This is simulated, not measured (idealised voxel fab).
process module | voxel wiring stack
cross-section cut | 260 nm wide | cells 5 nm
A cross-section is a grid of square cells, given in bands from the top down. A band is one or more rows of cells.
Each band's line starts with the height of the band's top and of its bottom, in nm. Then come its materials from left to right, each with its width in nm. One material with "throughout" fills the band from edge to edge. "air" is empty space.
Height 0 is the level under which the wafer as received is all one material. The lowest band goes on downwards, as in "0 down".
A width such as "30 to 40" changes by the same amount from each row of cells to the next, from the band's top row to its bottom row.
"no change" after a step means that no cell of the cross-section changed.
closed voids: empty space of 8 cells or more with no open way to the top, each as width x height at its distance from the left edge, in nm
after a step's settings: what the simulator itself notes on the step
overlay nm, on a step with a mask: how far to the right of its planned place the mask lay; to the left if negative
plan
1 op RECEIVE | material Si
2 op CONFORMAL_DEP | material SiO2 | thk nm 15
3 op DIRECTIONAL_DEP | material TiN | thk nm 5
4 op DIRECTIONAL_DEP | material W | thk nm 15
5 op DIRECTIONAL_DEP | material aC | thk nm 10
6 op PATTERN | tone cover | mask id METAL_1 | material resist | width nm 20 | pitch nm 50 | thk nm 25 | overlay nm 0
7 op DIRECTIONAL_ETCH | etch materials aC | depth nm 10
8 op STRIP | etch materials resist
9 op DIRECTIONAL_ETCH | etch materials W | depth nm 15
10 op DIRECTIONAL_ETCH | etch materials TiN | depth nm 5
11 op STRIP | etch materials aC
12 op FILL_DEP | material SiO2 | thk nm 5
13 op CMP | height nm 35
14 op CONFORMAL_DEP | material SiCN | thk nm 5
15 op DIRECTIONAL_DEP | material SiO2 | thk nm 20
16 op PATTERN | tone open | mask id PLUG_1 | material resist | width nm 15 | pitch nm 50 | thk nm 15 | overlay nm 0
17 op DIRECTIONAL_ETCH | etch materials SiO2 | depth nm 20
18 op DIRECTIONAL_ETCH | etch materials SiCN | depth nm 5
19 op STRIP | etch materials resist
20 op CONFORMAL_DEP | material TiN | thk nm 5
21 op FILL_DEP | material Cu | thk nm 10
22 op CMP | height nm 60
23 op CONFORMAL_DEP | material SiN | thk nm 5
24 op DIRECTIONAL_DEP | material lowk | thk nm 25
25 op DIRECTIONAL_DEP | material aC | thk nm 15
26 op PATTERN | tone open | mask id METAL_2 | material resist | width nm 20 | pitch nm 50 | thk nm 35 | overlay nm 0
27 op DIRECTIONAL_ETCH | etch materials aC | depth nm 15
28 op STRIP | etch materials resist
29 op DIRECTIONAL_ETCH | etch materials lowk | depth nm 25
30 op DIRECTIONAL_ETCH | etch materials SiN | depth nm 5
31 op STRIP | etch materials aC
32 op CONFORMAL_DEP | material TiN | thk nm 5
33 op FILL_DEP | material W | thk nm 10
34 op CMP | height nm 90
35 op EPI | material Ru | thk nm 5
36 op FILL_DEP | material SiCN | thk nm 5
37 op DIRECTIONAL_DEP | material lowk | thk nm 35
38 op DIRECTIONAL_DEP | material aC | thk nm 15
39 op PATTERN | tone open | mask id METAL_3 | material resist | width nm 20 | pitch nm 50 | thk nm 35 | overlay nm 0
40 op DIRECTIONAL_ETCH | etch materials aC | depth nm 15
41 op STRIP | etch materials resist
42 op DIRECTIONAL_ETCH | etch materials lowk | depth nm 20
43 op STRIP | etch materials aC
44 op DIRECTIONAL_DEP | material aC | thk nm 10
45 op PATTERN | tone open | mask id METAL_3_HOLES | material resist | width nm 15 | pitch nm 50 | thk nm 30 | overlay nm 0
46 op DIRECTIONAL_ETCH | etch materials aC | depth nm 10
47 op STRIP | etch materials resist
48 op DIRECTIONAL_ETCH | etch materials lowk | depth nm 15
49 op DIRECTIONAL_ETCH | etch materials SiCN | depth nm 5
50 op STRIP | etch materials aC
51 op CONFORMAL_DEP | material TiN | thk nm 5
52 op FILL_DEP | material Ru | thk nm 10
53 op CMP | height nm 135
54 op CONFORMAL_DEP | material SiCN | thk nm 5
55 op DIRECTIONAL_DEP | material lowk | thk nm 25
56 op PATTERN | tone open | mask id METAL_4 | material resist | width nm 20 | pitch nm 50 | thk nm 20 | overlay nm 0
57 op DIRECTIONAL_ETCH | etch materials lowk | depth nm 15
58 op STRIP | etch materials resist
59 op MASKED_ETCH | tone open | mask id METAL_4_HOLES | width nm 15 | pitch nm 50 | etch materials lowk | depth nm 10 | overlay nm 0
60 op MASKED_ETCH | tone open | mask id METAL_4_HOLES | width nm 15 | pitch nm 50 | etch materials SiCN | depth nm 5 | overlay nm 0
61 op CONFORMAL_DEP | material TiN | thk nm 5
62 op FILL_DEP | material Cu | thk nm 10
63 op CMP | height nm 165
64 op CONFORMAL_DEP | material SiN | thk nm 5
first wafer, as planned
as received, after step 1
  0 down: Si throughout
  closed voids: none
after step 2
  15 to 0: SiO2 throughout
  below 0: unchanged
after step 3
  20 to 15: TiN throughout
  below 15: unchanged
after step 4
  35 to 20: W throughout
  below 20: unchanged
after step 5
  45 to 35: aC throughout
  below 35: unchanged
after step 6
  70 to 45: air 70 | resist 20 | air 30 | resist 20 | air 30 | resist 20 | air 70
  below 45: unchanged
after step 7
  60 to 45: air 70 | resist 20 | air 30 | resist 20 | air 30 | resist 20 | air 70
  45 to 35: air 70 | aC 20 | air 30 | aC 20 | air 30 | aC 20 | air 70
  below 35: unchanged
after step 8
  45 to 35: air 70 | aC 20 | air 30 | aC 20 | air 30 | aC 20 | air 70
  below 35: unchanged
after step 9
  45 to 35: air 70 | aC 20 | air 30 | aC 20 | air 30 | aC 20 | air 70
  35 to 20: air 70 | W 20 | air 30 | W 20 | air 30 | W 20 | air 70
  below 20: unchanged
after step 10
  45 to 35: air 70 | aC 20 | air 30 | aC 20 | air 30 | aC 20 | air 70
  35 to 20: air 70 | W 20 | air 30 | W 20 | air 30 | W 20 | air 70
  20 to 15: air 70 | TiN 20 | air 30 | TiN 20 | air 30 | TiN 20 | air 70
  below 15: unchanged
after step 11
  35 to 20: air 70 | W 20 | air 30 | W 20 | air 30 | W 20 | air 70
  below 20: unchanged
after step 12
  40 to 35: SiO2 throughout
  35 to 20: SiO2 70 | W 20 | SiO2 30 | W 20 | SiO2 30 | W 20 | SiO2 70
  20 to 15: SiO2 70 | TiN 20 | SiO2 30 | TiN 20 | SiO2 30 | TiN 20 | SiO2 70
  below 15: unchanged
after step 13
  35 to 20: SiO2 70 | W 20 | SiO2 30 | W 20 | SiO2 30 | W 20 | SiO2 70
  below 20: unchanged
after step 14
  40 to 35: SiCN throughout
  below 35: unchanged
after step 15
  60 to 40: SiO2 throughout
  below 40: unchanged
after step 16
  75 to 60: resist 70 | air 15 | resist 35 | air 15 | resist 35 | air 15 | resist 75
  below 60: unchanged
after step 17
  75 to 60: resist 70 | air 15 | resist 35 | air 15 | resist 35 | air 15 | resist 75
  60 to 40: SiO2 70 | air 15 | SiO2 35 | air 15 | SiO2 35 | air 15 | SiO2 75
  below 40: unchanged
after step 18
  75 to 60: resist 70 | air 15 | resist 35 | air 15 | resist 35 | air 15 | resist 75
  60 to 40: SiO2 70 | air 15 | SiO2 35 | air 15 | SiO2 35 | air 15 | SiO2 75
  40 to 35: SiCN 70 | air 15 | SiCN 35 | air 15 | SiCN 35 | air 15 | SiCN 75
  below 35: unchanged
after step 19
  60 to 40: SiO2 70 | air 15 | SiO2 35 | air 15 | SiO2 35 | air 15 | SiO2 75
  below 40: unchanged
after step 20
  65 to 60: TiN 75 | air 5 | TiN 45 | air 5 | TiN 45 | air 5 | TiN 80
  60 to 40: SiO2 70 | TiN 5 | air 5 | TiN 5 | SiO2 35 | TiN 5 | air 5 | TiN 5 | SiO2 35 | TiN 5 | air 5 | TiN 5 | SiO2 75
  40 to 35: SiCN 70 | TiN 15 | SiCN 35 | TiN 15 | SiCN 35 | TiN 15 | SiCN 75
  below 35: unchanged
after step 21
  75 to 65: Cu throughout
  65 to 60: TiN 75 | Cu 5 | TiN 45 | Cu 5 | TiN 45 | Cu 5 | TiN 80
  60 to 40: SiO2 70 | TiN 5 | Cu 5 | TiN 5 | SiO2 35 | TiN 5 | Cu 5 | TiN 5 | SiO2 35 | TiN 5 | Cu 5 | TiN 5 | SiO2 75
  below 40: unchanged
after step 22
  60 to 40: SiO2 70 | TiN 5 | Cu 5 | TiN 5 | SiO2 35 | TiN 5 | Cu 5 | TiN 5 | SiO2 35 | TiN 5 | Cu 5 | TiN 5 | SiO2 75
  below 40: unchanged
after step 23
  65 to 60: SiN throughout
  below 60: unchanged
after step 24
  90 to 65: lowk throughout
  below 65: unchanged
after step 25
  105 to 90: aC throughout
  below 90: unchanged
after step 26
  140 to 105: resist 70 | air 20 | resist 30 | air 20 | resist 30 | air 20 | resist 70
  below 105: unchanged
after step 27
  125 to 105: resist 70 | air 20 | resist 30 | air 20 | resist 30 | air 20 | resist 70
  105 to 90: aC 70 | air 20 | aC 30 | air 20 | aC 30 | air 20 | aC 70
  below 90: unchanged
after step 28
  105 to 90: aC 70 | air 20 | aC 30 | air 20 | aC 30 | air 20 | aC 70
  below 90: unchanged
after step 29
  105 to 90: aC 70 | air 20 | aC 30 | air 20 | aC 30 | air 20 | aC 70
  90 to 65: lowk 70 | air 20 | lowk 30 | air 20 | lowk 30 | air 20 | lowk 70
  below 65: unchanged
after step 30
  105 to 90: aC 70 | air 20 | aC 30 | air 20 | aC 30 | air 20 | aC 70
  90 to 65: lowk 70 | air 20 | lowk 30 | air 20 | lowk 30 | air 20 | lowk 70
  65 to 60: SiN 70 | air 20 | SiN 30 | air 20 | SiN 30 | air 20 | SiN 70
  below 60: unchanged
after step 31
  90 to 65: lowk 70 | air 20 | lowk 30 | air 20 | lowk 30 | air 20 | lowk 70
  below 65: unchanged
after step 32
  95 to 90: TiN 75 | air 10 | TiN 40 | air 10 | TiN 40 | air 10 | TiN 75
  90 to 65: lowk 70 | TiN 5 | air 10 | TiN 5 | lowk 30 | TiN 5 | air 10 | TiN 5 | lowk 30 | TiN 5 | air 10 | TiN 5 | lowk 70
  65 to 60: SiN 70 | TiN 20 | SiN 30 | TiN 20 | SiN 30 | TiN 20 | SiN 70
  below 60: unchanged
after step 33
  105 to 95: W throughout
  95 to 90: TiN 75 | W 10 | TiN 40 | W 10 | TiN 40 | W 10 | TiN 75
  90 to 65: lowk 70 | TiN 5 | W 10 | TiN 5 | lowk 30 | TiN 5 | W 10 | TiN 5 | lowk 30 | TiN 5 | W 10 | TiN 5 | lowk 70
  below 65: unchanged
after step 34
  90 to 65: lowk 70 | TiN 5 | W 10 | TiN 5 | lowk 30 | TiN 5 | W 10 | TiN 5 | lowk 30 | TiN 5 | W 10 | TiN 5 | lowk 70
  below 65: unchanged
after step 35
  95 to 90: air 65 | Ru 30 | air 20 | Ru 30 | air 20 | Ru 30 | air 65
  below 90: unchanged
after step 36
  100 to 95: SiCN throughout
  95 to 90: SiCN 65 | Ru 30 | SiCN 20 | Ru 30 | SiCN 20 | Ru 30 | SiCN 65
  below 90: unchanged
after step 37
  135 to 100: lowk throughout
  below 100: unchanged
after step 38
  150 to 135: aC throughout
  below 135: unchanged
after step 39
  185 to 150: resist 70 | air 20 | resist 30 | air 20 | resist 30 | air 20 | resist 70
  below 150: unchanged
after step 40
  170 to 150: resist 70 | air 20 | resist 30 | air 20 | resist 30 | air 20 | resist 70
  150 to 135: aC 70 | air 20 | aC 30 | air 20 | aC 30 | air 20 | aC 70
  below 135: unchanged
after step 41
  150 to 135: aC 70 | air 20 | aC 30 | air 20 | aC 30 | air 20 | aC 70
  below 135: unchanged
after step 42
  150 to 135: aC 70 | air 20 | aC 30 | air 20 | aC 30 | air 20 | aC 70
  135 to 115: lowk 70 | air 20 | lowk 30 | air 20 | lowk 30 | air 20 | lowk 70
  below 115: unchanged
after step 43
  135 to 115: lowk 70 | air 20 | lowk 30 | air 20 | lowk 30 | air 20 | lowk 70
  below 115: unchanged
after step 44
  145 to 135: aC 70 | air 20 | aC 30 | air 20 | aC 30 | air 20 | aC 70
  135 to 125: lowk 70 | air 20 | lowk 30 | air 20 | lowk 30 | air 20 | lowk 70
  125 to 115: lowk 70 | aC 20 | lowk 30 | aC 20 | lowk 30 | aC 20 | lowk 70
  below 115: unchanged
after step 45
  175 to 145: resist 70 | air 15 | resist 35 | air 15 | resist 35 | air 15 | resist 75
  145 to 135: aC 70 | air 15 | resist 5 | aC 30 | air 15 | resist 5 | aC 30 | air 15 | resist 5 | aC 70
  135 to 125: lowk 70 | air 15 | resist 5 | lowk 30 | air 15 | resist 5 | lowk 30 | air 15 | resist 5 | lowk 70
  below 125: unchanged
after step 46
  165 to 145: resist 70 | air 15 | resist 35 | air 15 | resist 35 | air 15 | resist 75
  145 to 135: aC 70 | air 15 | resist 5 | aC 30 | air 15 | resist 5 | aC 30 | air 15 | resist 5 | aC 70
  135 to 125: lowk 70 | air 15 | resist 5 | lowk 30 | air 15 | resist 5 | lowk 30 | air 15 | resist 5 | lowk 70
  125 to 115: lowk 70 | air 15 | aC 5 | lowk 30 | air 15 | aC 5 | lowk 30 | air 15 | aC 5 | lowk 70
  below 115: unchanged
after step 47
  145 to 135: aC 70 | air 20 | aC 30 | air 20 | aC 30 | air 20 | aC 70
  135 to 125: lowk 70 | air 20 | lowk 30 | air 20 | lowk 30 | air 20 | lowk 70
  below 125: unchanged
after step 48
  145 to 135: aC 70 | air 20 | aC 30 | air 20 | aC 30 | air 20 | aC 70
  135 to 125: lowk 70 | air 20 | lowk 30 | air 20 | lowk 30 | air 20 | lowk 70
  125 to 115: lowk 70 | air 15 | aC 5 | lowk 30 | air 15 | aC 5 | lowk 30 | air 15 | aC 5 | lowk 70
  115 to 100: lowk 70 | air 15 | lowk 35 | air 15 | lowk 35 | air 15 | lowk 75
  below 100: unchanged
after step 49
  145 to 135: aC 70 | air 20 | aC 30 | air 20 | aC 30 | air 20 | aC 70
  135 to 125: lowk 70 | air 20 | lowk 30 | air 20 | lowk 30 | air 20 | lowk 70
  125 to 115: lowk 70 | air 15 | aC 5 | lowk 30 | air 15 | aC 5 | lowk 30 | air 15 | aC 5 | lowk 70
  115 to 100: lowk 70 | air 15 | lowk 35 | air 15 | lowk 35 | air 15 | lowk 75
  100 to 95: SiCN 70 | air 15 | SiCN 35 | air 15 | SiCN 35 | air 15 | SiCN 75
  below 95: unchanged
after step 50
  135 to 115: lowk 70 | air 20 | lowk 30 | air 20 | lowk 30 | air 20 | lowk 70
  below 115: unchanged
after step 51
  140 to 135: TiN 75 | air 10 | TiN 40 | air 10 | TiN 40 | air 10 | TiN 75
  135 to 120: lowk 70 | TiN 5 | air 10 | TiN 5 | lowk 30 | TiN 5 | air 10 | TiN 5 | lowk 30 | TiN 5 | air 10 | TiN 5 | lowk 70
  120 to 115: lowk 70 | TiN 5 | air 5 | TiN 10 | lowk 30 | TiN 5 | air 5 | TiN 10 | lowk 30 | TiN 5 | air 5 | TiN 10 | lowk 70
  115 to 100: lowk 70 | TiN 5 | air 5 | TiN 5 | lowk 35 | TiN 5 | air 5 | TiN 5 | lowk 35 | TiN 5 | air 5 | TiN 5 | lowk 75
  100 to 95: SiCN 70 | TiN 15 | SiCN 35 | TiN 15 | SiCN 35 | TiN 15 | SiCN 75
  below 95: unchanged
after step 52
  150 to 140: Ru throughout
  140 to 135: TiN 75 | Ru 10 | TiN 40 | Ru 10 | TiN 40 | Ru 10 | TiN 75
  135 to 120: lowk 70 | TiN 5 | Ru 10 | TiN 5 | lowk 30 | TiN 5 | Ru 10 | TiN 5 | lowk 30 | TiN 5 | Ru 10 | TiN 5 | lowk 70
  120 to 115: lowk 70 | TiN 5 | Ru 5 | TiN 10 | lowk 30 | TiN 5 | Ru 5 | TiN 10 | lowk 30 | TiN 5 | Ru 5 | TiN 10 | lowk 70
  115 to 100: lowk 70 | TiN 5 | Ru 5 | TiN 5 | lowk 35 | TiN 5 | Ru 5 | TiN 5 | lowk 35 | TiN 5 | Ru 5 | TiN 5 | lowk 75
  below 100: unchanged
after step 53
  135 to 120: lowk 70 | TiN 5 | Ru 10 | TiN 5 | lowk 30 | TiN 5 | Ru 10 | TiN 5 | lowk 30 | TiN 5 | Ru 10 | TiN 5 | lowk 70
  below 120: unchanged
after step 54
  140 to 135: SiCN throughout
  below 135: unchanged
after step 55
  165 to 140: lowk throughout
  below 140: unchanged
after step 56
  185 to 165: resist 70 | air 20 | resist 30 | air 20 | resist 30 | air 20 | resist 70
  below 165: unchanged
after step 57
  185 to 165: resist 70 | air 20 | resist 30 | air 20 | resist 30 | air 20 | resist 70
  165 to 150: lowk 70 | air 20 | lowk 30 | air 20 | lowk 30 | air 20 | lowk 70
  below 150: unchanged
after step 58
  165 to 150: lowk 70 | air 20 | lowk 30 | air 20 | lowk 30 | air 20 | lowk 70
  below 150: unchanged
after step 59
  165 to 150: lowk 70 | air 20 | lowk 30 | air 20 | lowk 30 | air 20 | lowk 70
  150 to 140: lowk 70 | air 15 | lowk 35 | air 15 | lowk 35 | air 15 | lowk 75
  below 140: unchanged
after step 60
  165 to 150: lowk 70 | air 20 | lowk 30 | air 20 | lowk 30 | air 20 | lowk 70
  150 to 140: lowk 70 | air 15 | lowk 35 | air 15 | lowk 35 | air 15 | lowk 75
  140 to 135: SiCN 70 | air 15 | SiCN 35 | air 15 | SiCN 35 | air 15 | SiCN 75
  below 135: unchanged
after step 61
  170 to 165: TiN 75 | air 10 | TiN 40 | air 10 | TiN 40 | air 10 | TiN 75
  165 to 155: lowk 70 | TiN 5 | air 10 | TiN 5 | lowk 30 | TiN 5 | air 10 | TiN 5 | lowk 30 | TiN 5 | air 10 | TiN 5 | lowk 70
  155 to 150: lowk 70 | TiN 5 | air 5 | TiN 10 | lowk 30 | TiN 5 | air 5 | TiN 10 | lowk 30 | TiN 5 | air 5 | TiN 10 | lowk 70
  150 to 140: lowk 70 | TiN 5 | air 5 | TiN 5 | lowk 35 | TiN 5 | air 5 | TiN 5 | lowk 35 | TiN 5 | air 5 | TiN 5 | lowk 75
  140 to 135: SiCN 70 | TiN 15 | SiCN 35 | TiN 15 | SiCN 35 | TiN 15 | SiCN 75
  below 135: unchanged
after step 62
  180 to 170: Cu throughout
  170 to 165: TiN 75 | Cu 10 | TiN 40 | Cu 10 | TiN 40 | Cu 10 | TiN 75
  165 to 155: lowk 70 | TiN 5 | Cu 10 | TiN 5 | lowk 30 | TiN 5 | Cu 10 | TiN 5 | lowk 30 | TiN 5 | Cu 10 | TiN 5 | lowk 70
  155 to 150: lowk 70 | TiN 5 | Cu 5 | TiN 10 | lowk 30 | TiN 5 | Cu 5 | TiN 10 | lowk 30 | TiN 5 | Cu 5 | TiN 10 | lowk 70
  150 to 140: lowk 70 | TiN 5 | Cu 5 | TiN 5 | lowk 35 | TiN 5 | Cu 5 | TiN 5 | lowk 35 | TiN 5 | Cu 5 | TiN 5 | lowk 75
  below 140: unchanged
after step 63
  165 to 155: lowk 70 | TiN 5 | Cu 10 | TiN 5 | lowk 30 | TiN 5 | Cu 10 | TiN 5 | lowk 30 | TiN 5 | Cu 10 | TiN 5 | lowk 70
  below 155: unchanged
after step 64
  170 to 165: SiN throughout
  below 165: unchanged
second wafer: like start, like plan, one mistake. Through step 56 it matches the first wafer
when step 57 should have ended
  185 to 165: resist 70 | air 20 | resist 30 | air 20 | resist 30 | air 20 | resist 70
  165 to 160: lowk 70 | air 20 | lowk 30 | air 20 | lowk 30 | air 20 | lowk 70
  below 160: unchanged
when step 58 should have ended
  165 to 160: lowk 70 | air 20 | lowk 30 | air 20 | lowk 30 | air 20 | lowk 70
  below 160: unchanged
when step 59 should have ended
  165 to 160: lowk 70 | air 20 | lowk 30 | air 20 | lowk 30 | air 20 | lowk 70
  160 to 150: lowk 70 | air 15 | lowk 35 | air 15 | lowk 35 | air 15 | lowk 75
  below 150: unchanged
when step 60 should have ended: no change
when step 61 should have ended
  170 to 165: TiN 75 | air 10 | TiN 40 | air 10 | TiN 40 | air 10 | TiN 75
  165 to 155: lowk 70 | TiN 5 | air 5 | TiN 10 to 5 | lowk 30 to 35 | TiN 5 | air 5 | TiN 10 to 5 | lowk 30 to 35 | TiN 5 | air 5 | TiN 10 to 5 | lowk 70 to 75
  155 to 150: lowk 70 | TiN 15 | lowk 35 | TiN 15 | lowk 35 | TiN 15 | lowk 75
  below 150: unchanged
when step 62 should have ended
  180 to 170: Cu throughout
  170 to 165: TiN 75 | Cu 10 | TiN 40 | Cu 10 | TiN 40 | Cu 10 | TiN 75
  165 to 155: lowk 70 | TiN 5 | Cu 5 | TiN 10 to 5 | lowk 30 to 35 | TiN 5 | Cu 5 | TiN 10 to 5 | lowk 30 to 35 | TiN 5 | Cu 5 | TiN 10 to 5 | lowk 70 to 75
  below 155: unchanged
when step 63 should have ended
  165 to 155: lowk 70 | TiN 5 | Cu 5 | TiN 10 to 5 | lowk 30 to 35 | TiN 5 | Cu 5 | TiN 10 to 5 | lowk 30 to 35 | TiN 5 | Cu 5 | TiN 10 to 5 | lowk 70 to 75
  below 155: unchanged
when step 64 should have ended
  170 to 165: SiN throughout
  below 165: unchanged
what went wrong: step 57 ran as: op DIRECTIONAL_ETCH | etch materials lowk | depth nm 5
at the end the second wafer has, in cells: 15 fewer of Cu | 9 more of SiCN | 18 fewer of TiN | 24 more of lowk
